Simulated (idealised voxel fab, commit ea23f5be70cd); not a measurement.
process module | voxel self aligned vias
cross-section cut | 140 nm wide | cells 5 nm
A cross-section is a grid of square cells, given in bands from the top down. A band is one or more rows of cells.
Each band's line starts with the height of the band's top and of its bottom, in nm. Then come its materials from left to right, each with its width in nm. One material with "throughout" fills the band from edge to edge. "air" is empty space.
Height 0 is the level under which the wafer as received is all one material. The lowest band goes on downwards, as in "0 down".
A width such as "30 to 40" changes by the same amount from each row of cells to the next, from the band's top row to its bottom row.
"no change" after a step means that no cell of the cross-section changed.
closed voids: empty space of 8 cells or more with no open way to the top, each as width x height at its distance from the left edge, in nm
after a step's settings: what the simulator itself notes on the step
overlay nm, on a step with a mask: how far to the right of its planned place the mask lay; to the left if negative
plan
1 op RECEIVE | material Si
2 op CONFORMAL_DEP | material SiO2 | thk nm 15
3 op CONFORMAL_DEP | material SiCN | thk nm 5
4 op DIRECTIONAL_DEP | material SiO2 | thk nm 20
5 op MASKED_ETCH | tone open | mask id LINES | width nm 25 | pitch nm 50 | etch materials SiO2 | depth nm 20 | overlay nm 0
6 op CONFORMAL_DEP | material TiN | thk nm 5
7 op FILL_DEP | material W | thk nm 10
8 op CMP | height nm 40
9 op SELECTIVE_ETCH | etch materials W Ru TiN | depth nm 10
10 op FILL_DEP | material SiN | thk nm 5
11 op CMP | height nm 40
12 op DIRECTIONAL_DEP | material SiO2 | thk nm 15
13 op PATTERN | tone open | mask id VIAS | material resist | width nm 35 | thk nm 20 | overlay nm 0
14 op DIRECTIONAL_ETCH | etch materials SiO2 | depth nm 15
15 op DIRECTIONAL_ETCH | etch materials SiN | depth nm 10
16 op STRIP | etch materials resist
17 op CONFORMAL_DEP | material TiN | thk nm 5
18 op FILL_DEP | material Cu | thk nm 10
19 op CMP | height nm 55
20 op CONFORMAL_DEP | material SiN | thk nm 5
as received, after step 1
  0 down: Si throughout
  closed voids: none
a wafer at the end: this start, this plan, one mistake
  60 to 55: SiN throughout
  55 to 45: SiO2 25 | TiN 5 | Cu 25 | TiN 5 | SiO2 80
  45 to 40: SiO2 25 | TiN 35 | SiO2 80
  40 to 35: SiCN throughout
  35 to 0: SiO2 throughout
  0 down: Si throughout
  closed voids: none
what went wrong: steps 3 and 4 were swapped
